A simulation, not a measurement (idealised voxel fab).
Process module name: voxel self aligned contacts
Square cell edge 5 nm, section width 220 nm, ID cut.
Notation: cross-section as square-cell grid; stated in bands, top first, going down; one or more cell rows per band. Heights first: top, then bottom, in nm. Then materials, left to right, each with a width in nm. "throughout" on a single material: fills the band edge to edge. "blank": empty space. Height reference: 0 = level under which incoming wafer is all one material. Lowest band: no bottom, runs on downward, e.g. "0 nm and below". With a width like "30..40", each row of cells in the band differs from the next by the same amount, the top row carrying the first number and the bottom row the second. Given "nothing got changed" for a step, no cell of the cross-section differs between before and after that step. "Sealed internal cavities": sealed empty spaces, 8 cells or more, no open way to top, listed width x height at distance, with distance from the left edge and width, height and distance in nm. The remark found on a step's line after its settings is issued by the simulator itself and pertains to that step. The optional step-line setting "overlay nm" applies to steps with a mask and quantifies how far to the right of its planned location the mask lay, a negative value indicating leftward placement.

The process steps that were planned are listed below
1: RECEIVE [material Si]
2: OXIDIZE [depth nm 5]
3: DIRECTIONAL_DEP [material polySi] [thk nm 30]
4: DIRECTIONAL_DEP [material SiN] [thk nm 20]
5: PATTERN [tone cover] [mask id GATE] [material resist] [width nm 35] [pitch nm 65] [thk nm 15] [overlay nm 0]
6: DIRECTIONAL_ETCH [etch materials SiN] [depth nm 20]
7: DIRECTIONAL_ETCH [etch materials polySi] [depth nm 30]
8: STRIP [etch materials resist]
9: CONFORMAL_DEP [material SiN] [thk nm 5]
10: DIRECTIONAL_ETCH [etch materials SiN] [depth nm 5]
11: FILL_DEP [material SiO2] [thk nm 15]
12: CMP [height nm 55]
13: PATTERN [tone open] [mask id CONTACT] [material resist] [width nm 50] [pitch nm 65] [thk nm 15] [overlay nm 0]
14: DIRECTIONAL_ETCH [etch materials SiO2] [depth nm 60]
15: STRIP [etch materials resist]
16: CONFORMAL_DEP [material TiN] [thk nm 5]
17: FILL_DEP [material Ru] [thk nm 10]
18: CMP [height nm 55]
19: CONFORMAL_DEP [material SiN] [thk nm 5]

The first of two wafers, run as planned

Here's what the wafer looked like in cross-section when it arrived - that's after step 1
    0 nm and below = Si throughout
    Sealed internal cavities: none

Step 2 done - wafer cross-section
    0 nm to -5 nm = SiO2 throughout
    Below -5, the layers are the same as they were.

Step 3 done - wafer cross-section
    30 nm to 0 nm = polySi throughout
    Below 0, the layers are the same as they were.

Step 4 done - wafer cross-section
    50 nm to 30 nm = SiN throughout
    Below 30, the layers are the same as they were.

Step 5 done - wafer cross-section
    65 nm to 50 nm = blank=25; resist=35; blank=30; resist=35; blank=30; resist=35; blank=30
    Below 50, the layers are the same as they were.

Step 6 done - wafer cross-section
    65 nm to 50 nm = blank=25; resist=35; blank=30; resist=35; blank=30; resist=35; blank=30
    50 nm to 30 nm = blank=25; SiN=35; blank=30; SiN=35; blank=30; SiN=35; blank=30
    Below 30, the layers are the same as they were.

Step 7 done - wafer cross-section
    65 nm to 50 nm = blank=25; resist=35; blank=30; resist=35; blank=30; resist=35; blank=30
    50 nm to 30 nm = blank=25; SiN=35; blank=30; SiN=35; blank=30; SiN=35; blank=30
    30 nm to 0 nm = blank=25; polySi=35; blank=30; polySi=35; blank=30; polySi=35; blank=30
    Below 0, the layers are the same as they were.

Step 8 done - wafer cross-section
    50 nm to 30 nm = blank=25; SiN=35; blank=30; SiN=35; blank=30; SiN=35; blank=30
    Below 30, the layers are the same as they were.

Step 9 done - wafer cross-section
    55 nm to 30 nm = blank=20; SiN=45; blank=20; SiN=45; blank=20; SiN=45; blank=25
    30 nm to 5 nm = blank=20; SiN=5; polySi=35; SiN=5; blank=20; SiN=5; polySi=35; SiN=5; blank=20; SiN=5; polySi=35; SiN=5; blank=25
    5 nm to 0 nm = SiN=25; polySi=35; SiN=30; polySi=35; SiN=30; polySi=35; SiN=30
    Below 0, the layers are the same as they were.

Step 10 done - wafer cross-section
    50 nm to 30 nm = blank=20; SiN=45; blank=20; SiN=45; blank=20; SiN=45; blank=25
    30 nm to 0 nm = blank=20; SiN=5; polySi=35; SiN=5; blank=20; SiN=5; polySi=35; SiN=5; blank=20; SiN=5; polySi=35; SiN=5; blank=25
    Below 0, the layers are the same as they were.

Step 11 done - wafer cross-section
    65 nm to 50 nm = SiO2 throughout
    50 nm to 30 nm = SiO2=20; SiN=45; SiO2=20; SiN=45; SiO2=20; SiN=45; SiO2=25
    30 nm to 0 nm = SiO2=20; SiN=5; polySi=35; SiN=5; SiO2=20; SiN=5; polySi=35; SiN=5; SiO2=20; SiN=5; polySi=35; SiN=5; SiO2=25
    Below 0, the layers are the same as they were.

Step 12 done - wafer cross-section
    55 nm to 50 nm = SiO2 throughout
    Below 50, the layers are the same as they were.

Step 13 done - wafer cross-section
    70 nm to 55 nm = resist=50; blank=50; resist=15; blank=50; resist=55
    Below 55, the layers are the same as they were.

Step 14 done - wafer cross-section
    70 nm to 55 nm = resist=50; blank=50; resist=15; blank=50; resist=55
    55 nm to 50 nm = SiO2=50; blank=50; SiO2=15; blank=50; SiO2=55
    50 nm to 30 nm = SiO2=20; SiN=45; blank=20; SiN=45; blank=20; SiN=45; SiO2=25
    30 nm to 0 nm = SiO2=20; SiN=5; polySi=35; SiN=5; blank=20; SiN=5; polySi=35; SiN=5; blank=20; SiN=5; polySi=35; SiN=5; SiO2=25
    0 nm to -5 nm = SiO2=65; blank=20; SiO2=45; blank=20; SiO2=70
    Below -5, the layers are the same as they were.

Step 15 done - wafer cross-section
    55 nm to 50 nm = SiO2=50; blank=50; SiO2=15; blank=50; SiO2=55
    Below 50, the layers are the same as they were.

Step 16 done - wafer cross-section
    60 nm to 55 nm = TiN=55; blank=40; TiN=25; blank=40; TiN=60
    55 nm to 50 nm = SiO2=50; TiN=20; blank=10; TiN=20; SiO2=15; TiN=20; blank=10; TiN=20; SiO2=55
    50 nm to 30 nm = SiO2=20; SiN=45; TiN=5; blank=10; TiN=5; SiN=45; TiN=5; blank=10; TiN=5; SiN=45; SiO2=25
    30 nm to 0 nm = SiO2=20; SiN=5; polySi=35; SiN=5; TiN=5; blank=10; TiN=5; SiN=5; polySi=35; SiN=5; TiN=5; blank=10; TiN=5; SiN=5; polySi=35; SiN=5; SiO2=25
    0 nm to -5 nm = SiO2=65; TiN=20; SiO2=45; TiN=20; SiO2=70
    Below -5, the layers are the same as they were.

Step 17 done - wafer cross-section
    70 nm to 60 nm = Ru throughout
    60 nm to 55 nm = TiN=55; Ru=40; TiN=25; Ru=40; TiN=60
    55 nm to 50 nm = SiO2=50; TiN=20; Ru=10; TiN=20; SiO2=15; TiN=20; Ru=10; TiN=20; SiO2=55
    50 nm to 30 nm = SiO2=20; SiN=45; TiN=5; Ru=10; TiN=5; SiN=45; TiN=5; Ru=10; TiN=5; SiN=45; SiO2=25
    30 nm to 0 nm = SiO2=20; SiN=5; polySi=35; SiN=5; TiN=5; Ru=10; TiN=5; SiN=5; polySi=35; SiN=5; TiN=5; Ru=10; TiN=5; SiN=5; polySi=35; SiN=5; SiO2=25
    Below 0, the layers are the same as they were.

Step 18 done - wafer cross-section
    55 nm to 50 nm = SiO2=50; TiN=20; Ru=10; TiN=20; SiO2=15; TiN=20; Ru=10; TiN=20; SiO2=55
    Below 50, the layers are the same as they were.

Step 19 done - wafer cross-section
    60 nm to 55 nm = SiN throughout
    Below 55, the layers are the same as they were.

The second wafer: identical to the first at the outset and in its planned sequence, differing only in that one mistake was made during processing; up to and including step 12, its path is the first wafer's path

Second wafer, cross-section, planned end of step 13
    70 nm to 55 nm = resist=60; blank=50; resist=15; blank=50; resist=45
    Below 55, the layers are the same as they were.

Second wafer, cross-section, planned end of step 14
    70 nm to 55 nm = resist=60; blank=50; resist=15; blank=50; resist=45
    55 nm to 50 nm = SiO2=60; blank=50; SiO2=15; blank=50; SiO2=45
    50 nm to 30 nm = SiO2=20; SiN=45; blank=20; SiN=45; blank=20; SiN=45; SiO2=25
    30 nm to 0 nm = SiO2=20; SiN=5; polySi=35; SiN=5; blank=20; SiN=5; polySi=35; SiN=5; blank=20; SiN=5; polySi=35; SiN=5; SiO2=25
    0 nm to -5 nm = SiO2=65; blank=20; SiO2=45; blank=20; SiO2=70
    Below -5, the layers are the same as they were.

Second wafer, cross-section, planned end of step 15
    55 nm to 50 nm = SiO2=60; blank=50; SiO2=15; blank=50; SiO2=45
    Below 50, the layers are the same as they were.

Second wafer, cross-section, planned end of step 16
    60 nm to 55 nm = TiN=65; blank=40; TiN=25; blank=40; TiN=50
    55 nm to 50 nm = SiO2=60; TiN=10; blank=10; TiN=30; SiO2=15; TiN=10; blank=10; TiN=30; SiO2=45
    50 nm to 30 nm = SiO2=20; SiN=45; TiN=5; blank=10; TiN=5; SiN=45; TiN=5; blank=10; TiN=5; SiN=45; SiO2=25
    30 nm to 0 nm = SiO2=20; SiN=5; polySi=35; SiN=5; TiN=5; blank=10; TiN=5; SiN=5; polySi=35; SiN=5; TiN=5; blank=10; TiN=5; SiN=5; polySi=35; SiN=5; SiO2=25
    0 nm to -5 nm = SiO2=65; TiN=20; SiO2=45; TiN=20; SiO2=70
    Below -5, the layers are the same as they were.

Second wafer, cross-section, planned end of step 17
    70 nm to 60 nm = Ru throughout
    60 nm to 55 nm = TiN=65; Ru=40; TiN=25; Ru=40; TiN=50
    55 nm to 50 nm = SiO2=60; TiN=10; Ru=10; TiN=30; SiO2=15; TiN=10; Ru=10; TiN=30; SiO2=45
    50 nm to 30 nm = SiO2=20; SiN=45; TiN=5; Ru=10; TiN=5; SiN=45; TiN=5; Ru=10; TiN=5; SiN=45; SiO2=25
    30 nm to 0 nm = SiO2=20; SiN=5; polySi=35; SiN=5; TiN=5; Ru=10; TiN=5; SiN=5; polySi=35; SiN=5; TiN=5; Ru=10; TiN=5; SiN=5; polySi=35; SiN=5; SiO2=25
    Below 0, the layers are the same as they were.

Second wafer, cross-section, planned end of step 18
    55 nm to 50 nm = SiO2=60; TiN=10; Ru=10; TiN=30; SiO2=15; TiN=10; Ru=10; TiN=30; SiO2=45
    Below 50, the layers are the same as they were.

Second wafer, cross-section, planned end of step 19
    60 nm to 55 nm = SiN throughout
    Below 55, the layers are the same as they were.
Against the plan, the run slipped here: it should be noted that step 13 was executed with settings other than those planned, the operation and settings actually applied being PATTERN [tone open] [mask id CONTACT] [material resist] [width nm 50] [pitch nm 65] [thk nm 15] [overlay nm 10]
At the end, each material covers as many cells on the second wafer as it does on the first, though the cells it covers are elsewhere.
